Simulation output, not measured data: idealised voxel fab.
process module | voxel self aligned vias
cross-section cut | 220 nm wide | cells 5 nm
A cross-section is a grid of square cells, given in bands from the top down. A band is one or more rows of cells.
Each band's line starts with the height of the band's top and of its bottom, in nm. Then come its materials from left to right, each with its width in nm. One material with "throughout" fills the band from edge to edge. "air" is empty space.
Height 0 is the level under which the wafer as received is all one material. The lowest band goes on downwards, as in "0 down".
A width such as "30 to 40" changes by the same amount from each row of cells to the next, from the band's top row to its bottom row.
"no change" after a step means that no cell of the cross-section changed.
closed voids: empty space of 8 cells or more with no open way to the top, each as width x height at its distance from the left edge, in nm
after a step's settings: what the simulator itself notes on the step
overlay nm, on a step with a mask: how far to the right of its planned place the mask lay; to the left if negative
plan
1 op RECEIVE | material Si
2 op CONFORMAL_DEP | material SiO2 | thk nm 10
3 op CONFORMAL_DEP | material SiCN | thk nm 5
4 op DIRECTIONAL_DEP | material SiO2 | thk nm 20
5 op MASKED_ETCH | tone open | mask id LINES | width nm 20 | pitch nm 65 | etch materials SiO2 | depth nm 20 | overlay nm 0
6 op CONFORMAL_DEP | material TiN | thk nm 5
7 op FILL_DEP | material Ru | thk nm 5
8 op CMP | height nm 35
9 op SELECTIVE_ETCH | etch materials W Ru TiN | depth nm 5
10 op FILL_DEP | material SiN | thk nm 5
11 op CMP | height nm 35
12 op DIRECTIONAL_DEP | material SiO2 | thk nm 20
13 op DIRECTIONAL_DEP | material aC | thk nm 15
14 op PATTERN | tone open | mask id VIAS | material resist | width nm 40 | pitch nm 130 | thk nm 35 | overlay nm 0
15 op DIRECTIONAL_ETCH | etch materials aC | depth nm 15
16 op STRIP | etch materials resist
17 op DIRECTIONAL_ETCH | etch materials SiO2 | depth nm 20
18 op DIRECTIONAL_ETCH | etch materials SiN | depth nm 5
19 op STRIP | etch materials aC
20 op CONFORMAL_DEP | material TiN | thk nm 5
21 op FILL_DEP | material Ru | thk nm 5
22 op CMP | height nm 55
23 op CONFORMAL_DEP | material SiN | thk nm 5
as received, after step 1
  0 down: Si throughout
  closed voids: none
first wafer at the end, as planned
  60 to 55: SiN throughout
  55 to 40: SiO2 25 | TiN 5 | Ru 30 | TiN 5 | SiO2 90 | TiN 5 | Ru 30 | TiN 5 | SiO2 25
  40 to 35: SiO2 25 | TiN 15 | Ru 10 | TiN 15 | SiO2 90 | TiN 15 | Ru 10 | TiN 15 | SiO2 25
  35 to 30: SiO2 35 | TiN 20 | SiO2 45 | SiN 20 | SiO2 45 | TiN 20 | SiO2 35
  30 to 20: SiO2 35 | TiN 5 | Ru 10 | TiN 5 | SiO2 45 | TiN 5 | Ru 10 | TiN 5 | SiO2 45 | TiN 5 | Ru 10 | TiN 5 | SiO2 35
  20 to 15: SiO2 35 | TiN 20 | SiO2 45 | TiN 20 | SiO2 45 | TiN 20 | SiO2 35
  15 to 10: SiCN throughout
  10 to 0: SiO2 throughout
  0 down: Si throughout
  closed voids: none
second wafer at the end: like start, like plan, one mistake
  60 to 55: SiN throughout
  55 to 40: Ru 20 | TiN 5 | SiO2 40 | TiN 5 | Ru 80 | TiN 5 | SiO2 40 | TiN 5 | Ru 20
  40 to 35: TiN 25 | SiO2 40 | TiN 40 | Ru 10 | TiN 40 | SiO2 40 | TiN 25
  35 to 30: SiO2 35 | SiN 20 | SiO2 45 | TiN 20 | SiO2 45 | SiN 20 | SiO2 35
  30 to 20: SiO2 35 | TiN 5 | Ru 10 | TiN 5 | SiO2 45 | TiN 5 | Ru 10 | TiN 5 | SiO2 45 | TiN 5 | Ru 10 | TiN 5 | SiO2 35
  20 to 15: SiO2 35 | TiN 20 | SiO2 45 | TiN 20 | SiO2 45 | TiN 20 | SiO2 35
  15 to 10: SiCN throughout
  10 to 0: SiO2 throughout
  0 down: Si throughout
  closed voids: none
what went wrong: step 14 ran as: op PATTERN | tone cover | mask id VIAS | material resist | width nm 40 | pitch nm 130 | thk nm 35 | overlay nm 0
at the end the second wafer has, in cells: 34 more of Ru | 4 more of SiN | 48 fewer of SiO2 | 10 more of TiN
